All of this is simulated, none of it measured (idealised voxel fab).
process module | voxel capacitor over wiring
cross-section cut | 290 nm wide | cells 5 nm
A cross-section is a grid of square cells, given in bands from the top down. A band is one or more rows of cells.
Each band's line starts with the height of the band's top and of its bottom, in nm. Then come its materials from left to right, each with its width in nm. One material with "throughout" fills the band from edge to edge. "air" is empty space.
Height 0 is the level under which the wafer as received is all one material. The lowest band goes on downwards, as in "0 down".
A width such as "30 to 40" changes by the same amount from each row of cells to the next, from the band's top row to its bottom row.
"no change" after a step means that no cell of the cross-section changed.
closed voids: empty space of 8 cells or more with no open way to the top, each as width x height at its distance from the left edge, in nm
after a step's settings: what the simulator itself notes on the step
overlay nm, on a step with a mask: how far to the right of its planned place the mask lay; to the left if negative
plan
1 op RECEIVE | material Si
2 op CONFORMAL_DEP | material SiO2 | thk nm 15
3 op DIRECTIONAL_DEP | material TiN | thk nm 5
4 op DIRECTIONAL_DEP | material W | thk nm 25
5 op DIRECTIONAL_DEP | material aC | thk nm 15
6 op PATTERN | tone cover | mask id METAL_1 | material resist | width nm 30 | pitch nm 90 | thk nm 30 | overlay nm 0
7 op DIRECTIONAL_ETCH | etch materials aC | depth nm 15
8 op STRIP | etch materials resist
9 op DIRECTIONAL_ETCH | etch materials W | depth nm 25
10 op DIRECTIONAL_ETCH | etch materials TiN | depth nm 5
11 op STRIP | etch materials aC
12 op FILL_DEP | material SiO2 | thk nm 5
13 op CMP | height nm 45
14 op CONFORMAL_DEP | material SiCN | thk nm 5
15 op DIRECTIONAL_DEP | material lowk | thk nm 20
16 op MASKED_ETCH | tone open | mask id PLUG_1 | width nm 15 | etch materials lowk | depth nm 20 | overlay nm 0
17 op MASKED_ETCH | tone open | mask id PLUG_1 | width nm 15 | etch materials SiCN | depth nm 5 | overlay nm 0
18 op CONFORMAL_DEP | material TiN | thk nm 5
19 op FILL_DEP | material W | thk nm 10
20 op CMP | height nm 70
21 op DIRECTIONAL_DEP | material TiN | thk nm 10
22 op DIRECTIONAL_DEP | material Al2O3 | thk nm 5
23 op DIRECTIONAL_DEP | material TiN | thk nm 10
24 op DIRECTIONAL_DEP | material aC | thk nm 15
25 op PATTERN | tone cover | mask id UPPER_PLATE | material resist | width nm 65 | thk nm 35 | overlay nm 0
26 op DIRECTIONAL_ETCH | etch materials aC | depth nm 15
27 op STRIP | etch materials resist
28 op DIRECTIONAL_ETCH | etch materials TiN | depth nm 10
29 op DIRECTIONAL_ETCH | etch materials Al2O3 | depth nm 5
30 op STRIP | etch materials aC
31 op PATTERN | tone cover | mask id LOWER_PLATE | material resist | width nm 75 | thk nm 15 | overlay nm 0
32 op DIRECTIONAL_ETCH | etch materials TiN | depth nm 10
33 op STRIP | etch materials resist
34 op FILL_DEP | material SiO2 | thk nm 15
35 op CMP | height nm 105
36 op MASKED_ETCH | tone open | mask id PLUG_2 | width nm 15 | etch materials SiO2 | depth nm 10 | overlay nm 0
37 op CONFORMAL_DEP | material TiN | thk nm 5
38 op FILL_DEP | material Cu | thk nm 5
39 op CMP | height nm 105
40 op CONFORMAL_DEP | material SiCN | thk nm 5
as received, after step 1
  0 down: Si throughout
  closed voids: none
a wafer at the end: this start, this plan, one mistake
  110 to 105: SiCN throughout
  105 to 100: SiO2 110 | TiN 5 | Cu 5 | TiN 5 | SiO2 165
  100 to 95: SiO2 110 | TiN 15 | SiO2 165
  95 to 85: SiO2 100 | TiN 65 | SiO2 125
  85 to 80: SiO2 100 | Al2O3 65 | SiO2 125
  80 to 70: SiO2 95 | TiN 75 | SiO2 120
  70 to 55: lowk 105 | TiN 5 | W 5 | TiN 5 | lowk 170
  55 to 50: lowk 105 | TiN 15 | lowk 170
  50 to 45: SiCN 105 | TiN 10 | SiCN 175
  45 to 20: SiO2 85 | W 30 | SiO2 60 | W 30 | SiO2 85
  20 to 15: SiO2 85 | TiN 30 | SiO2 60 | TiN 30 | SiO2 85
  15 to 0: SiO2 throughout
  0 down: Si throughout
  closed voids: none
what went wrong: step 16 ran as: op MASKED_ETCH | tone open | mask id PLUG_1 | width nm 15 | etch materials lowk | depth nm 20 | overlay nm 5
